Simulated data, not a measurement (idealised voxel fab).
Process module name: voxel wiring stack
This is section cut - it's 180 nm across, gridded in 5 nm square cells.
Bands, listed from the top down, are how a cross-section gets written in this document; the cross-section itself is a grid of square cells, and a band is one or more rows of them. First you get the band's top height and its bottom height, in nm, and then the materials it's made of, left to right, with each width in nm. If you see a single material with "all across", that one covers the band edge to edge. "empty" is empty space. Height reference: 0 = level under which incoming wafer is all one material. Lowest band: no bottom, runs on downward, e.g. "from 0 down". The notation "30..40" denotes a width that varies across the rows of cells in the band, beginning at the first number in the top row, finishing at the second number in the bottom row, and changing by an identical amount from each row to the next. "identical to before" after a step means that no cell of the cross-section changed. Entry "Unvented internal voids" = empty spaces >= 8 cells with no open way to the top; each as width x height at distance, distance from left edge, all nm. On each step's line, the part that comes after the settings is the simulator's own comment on the step. "overlay nm", when on a step's line for a step with a mask, measures how far to the right of its planned place the mask lay; a negative measure means to the left.

[The following list gives the planned process steps]
- 1: op RECEIVE | material Si
- 2: op CONFORMAL_DEP | material SiO2 | thk nm 10
- 3: op CONFORMAL_DEP | material SiN | thk nm 5
- 4: op DIRECTIONAL_DEP | material SiO2 | thk nm 25
- 5: op MASKED_ETCH | tone open | mask id METAL_1 | width nm 30 | pitch nm 55 | etch materials SiO2 | depth nm 25 | overlay nm 0
- 6: op MASKED_ETCH | tone open | mask id METAL_1 | width nm 30 | pitch nm 55 | etch materials SiN | depth nm 5 | overlay nm 0
- 7: op CONFORMAL_DEP | material TiN | thk nm 5
- 8: op FILL_DEP | material Cu | thk nm 5
- 9: op CMP | height nm 40
- 10: op CONFORMAL_DEP | material SiCN | thk nm 5
- 11: op DIRECTIONAL_DEP | material lowk | thk nm 15
- 12: op DIRECTIONAL_DEP | material aC | thk nm 15
- 13: op PATTERN | tone open | mask id PLUG_1 | material resist | width nm 15 | thk nm 35 | overlay nm 0
- 14: op DIRECTIONAL_ETCH | etch materials aC | depth nm 15
- 15: op STRIP | etch materials resist
- 16: op DIRECTIONAL_ETCH | etch materials lowk | depth nm 15
- 17: op DIRECTIONAL_ETCH | etch materials SiCN | depth nm 5
- 18: op STRIP | etch materials aC
- 19: op EPI | material Ru | thk nm 10
- 20: op EPI | material Ru | thk nm 10
- 21: op CONFORMAL_DEP | material SiCN | thk nm 5
- 22: op DIRECTIONAL_DEP | material SiO2 | thk nm 15
- 23: op DIRECTIONAL_DEP | material aC | thk nm 15
- 24: op PATTERN | tone open | mask id METAL_2 | material resist | width nm 30 | pitch nm 55 | thk nm 35 | overlay nm 0
- 25: op DIRECTIONAL_ETCH | etch materials aC | depth nm 15
- 26: op STRIP | etch materials resist
- 27: op DIRECTIONAL_ETCH | etch materials SiO2 | depth nm 15
- 28: op DIRECTIONAL_ETCH | etch materials SiCN | depth nm 5
- 29: op STRIP | etch materials aC
- 30: op CONFORMAL_DEP | material TiN | thk nm 5
- 31: op FILL_DEP | material W | thk nm 10
- 32: op CMP | height nm 80
- 33: op CONFORMAL_DEP | material SiCN | thk nm 5
- 34: op DIRECTIONAL_DEP | material SiO2 | thk nm 15
- 35: op DIRECTIONAL_DEP | material aC | thk nm 15
- 36: op PATTERN | tone open | mask id PLUG_2 | material resist | width nm 15 | pitch nm 55 | thk nm 30 | overlay nm 0
- 37: op DIRECTIONAL_ETCH | etch materials aC | depth nm 15
- 38: op STRIP | etch materials resist
- 39: op DIRECTIONAL_ETCH | etch materials SiO2 | depth nm 15
- 40: op DIRECTIONAL_ETCH | etch materials SiCN | depth nm 5
- 41: op STRIP | etch materials aC
- 42: op CONFORMAL_DEP | material TiN | thk nm 5
- 43: op FILL_DEP | material Ru | thk nm 5
- 44: op CMP | height nm 100
- 45: op DIRECTIONAL_DEP | material TiN | thk nm 5
- 46: op DIRECTIONAL_DEP | material Ru | thk nm 25
- 47: op MASKED_ETCH | tone cover | mask id METAL_3 | width nm 30 | pitch nm 55 | etch materials Ru | depth nm 25 | overlay nm 0
- 48: op MASKED_ETCH | tone cover | mask id METAL_3 | width nm 30 | pitch nm 55 | etch materials TiN | depth nm 5 | overlay nm 0
- 49: op CONFORMAL_DEP | material SiCN | thk nm 5
- 50: op FILL_DEP | material SiO2 | thk nm 5
- 51: op CMP | height nm 130
- 52: op CONFORMAL_DEP | material SiCN | thk nm 5
- 53: op DIRECTIONAL_DEP | material lowk | thk nm 25
- 54: op PATTERN | tone open | mask id METAL_4_HOLES | material resist | width nm 15 | pitch nm 55 | thk nm 15 | overlay nm 0
- 55: op DIRECTIONAL_ETCH | etch materials lowk | depth nm 25
- 56: op STRIP | etch materials resist
- 57: op MASKED_ETCH | tone open | mask id METAL_4 | width nm 30 | pitch nm 55 | etch materials lowk | depth nm 15 | overlay nm 0
- 58: op MASKED_ETCH | tone open | mask id METAL_4 | width nm 30 | pitch nm 55 | etch materials SiCN | depth nm 5 | overlay nm 0
- 59: op CONFORMAL_DEP | material TiN | thk nm 5
- 60: op FILL_DEP | material Cu | thk nm 10
- 61: op CMP | height nm 160
- 62: op CONFORMAL_DEP | material SiCN | thk nm 5

[Cross-section: wafer on arrival = after step 1]
	from 0 down = Si all across
	Unvented internal voids: none

[End-of-module cross-section. Starting structure and process plan as above; one mistake made in running it]
	from 165 to 160 = SiCN all across
	from 160 to 150 = lowk=45  TiN=5  Cu=20  TiN=5  lowk=25  TiN=5  Cu=20  TiN=5  lowk=50
	from 150 to 145 = lowk=45  TiN=5  Cu=5  TiN=20  lowk=25  TiN=5  Cu=5  TiN=20  lowk=50
	from 145 to 135 = lowk=45  TiN=5  Cu=5  TiN=5  lowk=40  TiN=5  Cu=5  TiN=5  lowk=65
	from 135 to 130 = SiCN=45  TiN=15  SiCN=40  TiN=15  SiCN=65
	from 130 to 105 = SiO2=40  SiCN=5  Ru=30  SiCN=5  SiO2=15  SiCN=5  Ru=30  SiCN=5  SiO2=45
	from 105 to 95 = SiCN=45  TiN=30..15  SiCN=25..40  TiN=30..15  SiCN=50..65
	from 95 to 80 = SiO2 all across
	from 80 to 65 = SiO2=45  TiN=5  W=20  TiN=5  SiO2=25  TiN=5  W=20  TiN=5  SiO2=50
	from 65 to 60 = SiCN=45  TiN=30  SiCN=25  TiN=30  SiCN=50
	from 60 to 45 = lowk=45  Ru=15  lowk=120
	from 45 to 40 = SiCN=45  Ru=15  SiCN=120
	from 40 to 15 = SiO2=45  TiN=5  Cu=20  TiN=5  SiO2=25  TiN=5  Cu=20  TiN=5  SiO2=50
	from 15 to 10 = SiN=45  TiN=30  SiN=25  TiN=30  SiN=50
	from 10 to 0 = SiO2 all across
	from 0 down = Si all across
	Unvented internal voids: none
Misprocessing identified: swap of plan steps 33 and 34 during execution
